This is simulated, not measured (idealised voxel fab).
process module | voxel double patterning
cross-section cut | 245 nm wide | cells 5 nm
A cross-section is a grid of square cells, given in bands from the top down. A band is one or more rows of cells.
Each band's line starts with the height of the band's top and of its bottom, in nm. Then come its materials from left to right, each with its width in nm. One material with "throughout" fills the band from edge to edge. "air" is empty space.
Height 0 is the level under which the wafer as received is all one material. The lowest band goes on downwards, as in "0 down".
A width such as "30 to 40" changes by the same amount from each row of cells to the next, from the band's top row to its bottom row.
"no change" after a step means that no cell of the cross-section changed.
closed voids: empty space of 8 cells or more with no open way to the top, each as width x height at its distance from the left edge, in nm
after a step's settings: what the simulator itself notes on the step
overlay nm, on a step with a mask: how far to the right of its planned place the mask lay; to the left if negative
plan
1 op RECEIVE | material Si
2 op CONFORMAL_DEP | material SiO2 | thk nm 10
3 op DIRECTIONAL_DEP | material W | thk nm 15
4 op DIRECTIONAL_DEP | material SiN | thk nm 5
5 op PATTERN | tone open | mask id FIRST | material resist | width nm 15 | pitch nm 50 | thk nm 20 | overlay nm 0
6 op DIRECTIONAL_ETCH | etch materials SiN | depth nm 5
7 op STRIP | etch materials resist
8 op MASKED_ETCH | tone open | mask id SECOND | width nm 15 | etch materials SiN | depth nm 5 | overlay nm 0
9 op DIRECTIONAL_ETCH | etch materials W | depth nm 15
10 op STRIP | etch materials SiN
first wafer, as planned
as received, after step 1
  0 down: Si throughout
  closed voids: none
after step 2
  10 to 0: SiO2 throughout
  below 0: unchanged
after step 3
  25 to 10: W throughout
  below 10: unchanged
after step 4
  30 to 25: SiN throughout
  below 25: unchanged
after step 5
  50 to 30: resist 90 | air 15 | resist 35 | air 15 | resist 90
  below 30: unchanged
after step 6
  50 to 30: resist 90 | air 15 | resist 35 | air 15 | resist 90
  30 to 25: SiN 90 | air 15 | SiN 35 | air 15 | SiN 90
  below 25: unchanged
after step 7
  30 to 25: SiN 90 | air 15 | SiN 35 | air 15 | SiN 90
  below 25: unchanged
after step 8
  30 to 25: SiN 90 | air 15 | SiN 10 | air 15 | SiN 10 | air 15 | SiN 90
  below 25: unchanged
after step 9
  30 to 25: SiN 90 | air 15 | SiN 10 | air 15 | SiN 10 | air 15 | SiN 90
  25 to 10: W 90 | air 15 | W 10 | air 15 | W 10 | air 15 | W 90
  below 10: unchanged
after step 10
  25 to 10: W 90 | air 15 | W 10 | air 15 | W 10 | air 15 | W 90
  below 10: unchanged
second wafer: like start, like plan, one mistake. Through step 1 it matches the first wafer
when step 2 should have ended
  15 to 0: W throughout
  below 0: unchanged
when step 3 should have ended
  25 to 15: SiO2 throughout
  below 15: unchanged
when step 4 should have ended
  30 to 25: SiN throughout
  below 25: unchanged
when step 5 should have ended
  50 to 30: resist 90 | air 15 | resist 35 | air 15 | resist 90
  below 30: unchanged
when step 6 should have ended
  50 to 30: resist 90 | air 15 | resist 35 | air 15 | resist 90
  30 to 25: SiN 90 | air 15 | SiN 35 | air 15 | SiN 90
  below 25: unchanged
when step 7 should have ended
  30 to 25: SiN 90 | air 15 | SiN 35 | air 15 | SiN 90
  below 25: unchanged
when step 8 should have ended
  30 to 25: SiN 90 | air 15 | SiN 10 | air 15 | SiN 10 | air 15 | SiN 90
  below 25: unchanged
when step 9 should have ended: no change
when step 10 should have ended
  25 to 15: SiO2 throughout
  below 15: unchanged
what went wrong: steps 2 and 3 were swapped
at the end the second wafer has, in cells: 27 more of W
